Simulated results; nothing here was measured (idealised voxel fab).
process module | voxel trench capacitor
Section shown: cut. Width: 160 nm. Cell size: 5 nm, square.
We lay out every cross-section as a grid of square cells and spell it out in bands from the top down, where one band means one or more rows of cells. Within each band entry, the heights of the top and of the bottom of the band appear first, in that order and in nm; the materials of the band then follow from left to right, each with its corresponding width in nm. The designation "all across" on a single material indicates that it fills the band from edge to edge; the designation "empty" indicates empty space. Ref level 0: as-received wafer is one material below here. Bottom band extends down with no lower bound ("0 down"). Top row gets the first number, bottom row gets the second, and each row in between changes by the same step: that is how a band width like "30->40" works. Where a step carries "remains unaltered", the cross-section came out of it unchanged, cell for cell. Heads up: "Closed voids list" only lists the empty pockets with no open path to the top that are 8 cells or more, and it writes them as width x height at distance, distance from the left edge, in nm. Past the settings on a step's line: simulator remark, on that step. Each step line may optionally specify "overlay nm", which for a step with a mask gives the rightward distance between the mask's planned place and where it lay, a negative value indicating the leftward direction.

Planned step list for the process
- 1: RECEIVE (material Si)
- 2: CONFORMAL_DEP (material SiN; thk nm 5)
- 3: PATTERN (tone open; mask id TRENCH; material resist; width nm 25; pitch nm 40; thk nm 15; overlay nm 0)
- 4: DIRECTIONAL_ETCH (etch materials SiN; depth nm 5)
- 5: DIRECTIONAL_ETCH (etch materials Si; depth nm 25)
- 6: STRIP (etch materials resist)
- 7: CONFORMAL_DEP (material Al2O3; thk nm 5)
- 8: CONFORMAL_DEP (material TiN; thk nm 5)
- 9: FILL_DEP (material W; thk nm 5)
- 10: CMP (height nm 5)

What follows covers the first of two wafers; it ran as planned

So this is the incoming wafer in cross-section - it's already been through step 1
> 0 down | Si all across
> Closed voids list: none

Once step 2 is through, the wafer looks like this in cross-section
> 5 to 0 | SiN all across
> Rest of section, below 0: as before.

Once step 3 is through, the wafer looks like this in cross-section
> 20 to 5 | resist: 45 / empty: 25 / resist: 15 / empty: 25 / resist: 50
> Rest of section, below 5: as before.

Once step 4 is through, the wafer looks like this in cross-section
> 20 to 5 | resist: 45 / empty: 25 / resist: 15 / empty: 25 / resist: 50
> 5 to 0 | SiN: 45 / empty: 25 / SiN: 15 / empty: 25 / SiN: 50
> Rest of section, below 0: as before.

Once step 5 is through, the wafer looks like this in cross-section
> 20 to 5 | resist: 45 / empty: 25 / resist: 15 / empty: 25 / resist: 50
> 5 to 0 | SiN: 45 / empty: 25 / SiN: 15 / empty: 25 / SiN: 50
> 0 to -25 | Si: 45 / empty: 25 / Si: 15 / empty: 25 / Si: 50
> Rest of section, below -25: as before.

Once step 6 is through, the wafer looks like this in cross-section
> 5 to 0 | SiN: 45 / empty: 25 / SiN: 15 / empty: 25 / SiN: 50
> Rest of section, below 0: as before.

Once step 7 is through, the wafer looks like this in cross-section
> 10 to 5 | Al2O3: 50 / empty: 15 / Al2O3: 25 / empty: 15 / Al2O3: 55
> 5 to 0 | SiN: 45 / Al2O3: 5 / empty: 15 / Al2O3: 5 / SiN: 15 / Al2O3: 5 / empty: 15 / Al2O3: 5 / SiN: 50
> 0 to -20 | Si: 45 / Al2O3: 5 / empty: 15 / Al2O3: 5 / Si: 15 / Al2O3: 5 / empty: 15 / Al2O3: 5 / Si: 50
> -20 to -25 | Si: 45 / Al2O3: 25 / Si: 15 / Al2O3: 25 / Si: 50
> Rest of section, below -25: as before.

Once step 8 is through, the wafer looks like this in cross-section
> 15 to 10 | TiN: 55 / empty: 5 / TiN: 35 / empty: 5 / TiN: 60
> 10 to 5 | Al2O3: 50 / TiN: 5 / empty: 5 / TiN: 5 / Al2O3: 25 / TiN: 5 / empty: 5 / TiN: 5 / Al2O3: 55
> 5 to 0 | SiN: 45 / Al2O3: 5 / TiN: 5 / empty: 5 / TiN: 5 / Al2O3: 5 / SiN: 15 / Al2O3: 5 / TiN: 5 / empty: 5 / TiN: 5 / Al2O3: 5 / SiN: 50
> 0 to -15 | Si: 45 / Al2O3: 5 / TiN: 5 / empty: 5 / TiN: 5 / Al2O3: 5 / Si: 15 / Al2O3: 5 / TiN: 5 / empty: 5 / TiN: 5 / Al2O3: 5 / Si: 50
> -15 to -20 | Si: 45 / Al2O3: 5 / TiN: 15 / Al2O3: 5 / Si: 15 / Al2O3: 5 / TiN: 15 / Al2O3: 5 / Si: 50
> Rest of section, below -20: as before.

Once step 9 is through, the wafer looks like this in cross-section
> 20 to 15 | W all across
> 15 to 10 | TiN: 55 / W: 5 / TiN: 35 / W: 5 / TiN: 60
> 10 to 5 | Al2O3: 50 / TiN: 5 / W: 5 / TiN: 5 / Al2O3: 25 / TiN: 5 / W: 5 / TiN: 5 / Al2O3: 55
> 5 to 0 | SiN: 45 / Al2O3: 5 / TiN: 5 / W: 5 / TiN: 5 / Al2O3: 5 / SiN: 15 / Al2O3: 5 / TiN: 5 / W: 5 / TiN: 5 / Al2O3: 5 / SiN: 50
> 0 to -15 | Si: 45 / Al2O3: 5 / TiN: 5 / W: 5 / TiN: 5 / Al2O3: 5 / Si: 15 / Al2O3: 5 / TiN: 5 / W: 5 / TiN: 5 / Al2O3: 5 / Si: 50
> Rest of section, below -15: as before.

Once step 10 is through, the wafer looks like this in cross-section
> 5 to 0 | SiN: 45 / Al2O3: 5 / TiN: 5 / W: 5 / TiN: 5 / Al2O3: 5 / SiN: 15 / Al2O3: 5 / TiN: 5 / W: 5 / TiN: 5 / Al2O3: 5 / SiN: 50
> Rest of section, below 0: as before.

Second wafer, same starting conditions and recipe as the first, one mistake in executing it, nothing differs from the first up to and including step 2

X-section, second wafer, when step 3 was due to finish
> 20 to 5 | empty: 45 / resist: 25 / empty: 15 / resist: 25 / empty: 50
> Rest of section, below 5: as before.

X-section, second wafer, when step 4 was due to finish
> 20 to 5 | empty: 45 / resist: 25 / empty: 15 / resist: 25 / empty: 50
> 5 to 0 | empty: 45 / SiN: 25 / empty: 15 / SiN: 25 / empty: 50
> Rest of section, below 0: as before.

X-section, second wafer, when step 5 was due to finish
> 20 to 5 | empty: 45 / resist: 25 / empty: 15 / resist: 25 / empty: 50
> 5 to 0 | empty: 45 / SiN: 25 / empty: 15 / SiN: 25 / empty: 50
> 0 to -25 | empty: 45 / Si: 25 / empty: 15 / Si: 25 / empty: 50
> Rest of section, below -25: as before.

X-section, second wafer, when step 6 was due to finish
> 5 to 0 | empty: 45 / SiN: 25 / empty: 15 / SiN: 25 / empty: 50
> Rest of section, below 0: as before.

X-section, second wafer, when step 7 was due to finish
> 10 to 5 | empty: 40 / Al2O3: 35 / empty: 5 / Al2O3: 35 / empty: 45
> 5 to 0 | empty: 40 / Al2O3: 5 / SiN: 25 / Al2O3: 5 / empty: 5 / Al2O3: 5 / SiN: 25 / Al2O3: 5 / empty: 45
> 0 to -20 | empty: 40 / Al2O3: 5 / Si: 25 / Al2O3: 5 / empty: 5 / Al2O3: 5 / Si: 25 / Al2O3: 5 / empty: 45
> -20 to -25 | Al2O3: 45 / Si: 25 / Al2O3: 15 / Si: 25 / Al2O3: 50
> Rest of section, below -25: as before.

X-section, second wafer, when step 8 was due to finish
> 15 to 10 | empty: 35 / TiN: 85 / empty: 40
> 10 to 5 | empty: 35 / TiN: 5 / Al2O3: 35 / TiN: 5 / Al2O3: 35 / TiN: 5 / empty: 40
> 5 to 0 | empty: 35 / TiN: 5 / Al2O3: 5 / SiN: 25 / Al2O3: 5 / TiN: 5 / Al2O3: 5 / SiN: 25 / Al2O3: 5 / TiN: 5 / empty: 40
> 0 to -15 | empty: 35 / TiN: 5 / Al2O3: 5 / Si: 25 / Al2O3: 5 / TiN: 5 / Al2O3: 5 / Si: 25 / Al2O3: 5 / TiN: 5 / empty: 40
> -15 to -20 | TiN: 40 / Al2O3: 5 / Si: 25 / Al2O3: 5 / TiN: 5 / Al2O3: 5 / Si: 25 / Al2O3: 5 / TiN: 45
> Rest of section, below -20: as before.

X-section, second wafer, when step 9 was due to finish
> 20 to 15 | W all across
> 15 to 10 | W: 35 / TiN: 85 / W: 40
> 10 to 5 | W: 35 / TiN: 5 / Al2O3: 35 / TiN: 5 / Al2O3: 35 / TiN: 5 / W: 40
> 5 to 0 | W: 35 / TiN: 5 / Al2O3: 5 / SiN: 25 / Al2O3: 5 / TiN: 5 / Al2O3: 5 / SiN: 25 / Al2O3: 5 / TiN: 5 / W: 40
> 0 to -15 | W: 35 / TiN: 5 / Al2O3: 5 / Si: 25 / Al2O3: 5 / TiN: 5 / Al2O3: 5 / Si: 25 / Al2O3: 5 / TiN: 5 / W: 40
> Rest of section, below -15: as before.

X-section, second wafer, when step 10 was due to finish
> 5 to 0 | W: 35 / TiN: 5 / Al2O3: 5 / SiN: 25 / Al2O3: 5 / TiN: 5 / Al2O3: 5 / SiN: 25 / Al2O3: 5 / TiN: 5 / W: 40
> Rest of section, below 0: as before.
Here's what went sideways: not per plan at step 3, really ran PATTERN (tone cover; mask id TRENCH; material resist; width nm 25; pitch nm 40; thk nm 15; overlay nm 0)
Materials where the second wafer ends with more or fewer cells than the first: Al2O3: 12 more | Si: 60 fewer | SiN: 12 fewer | TiN: 8 more | W: 52 more
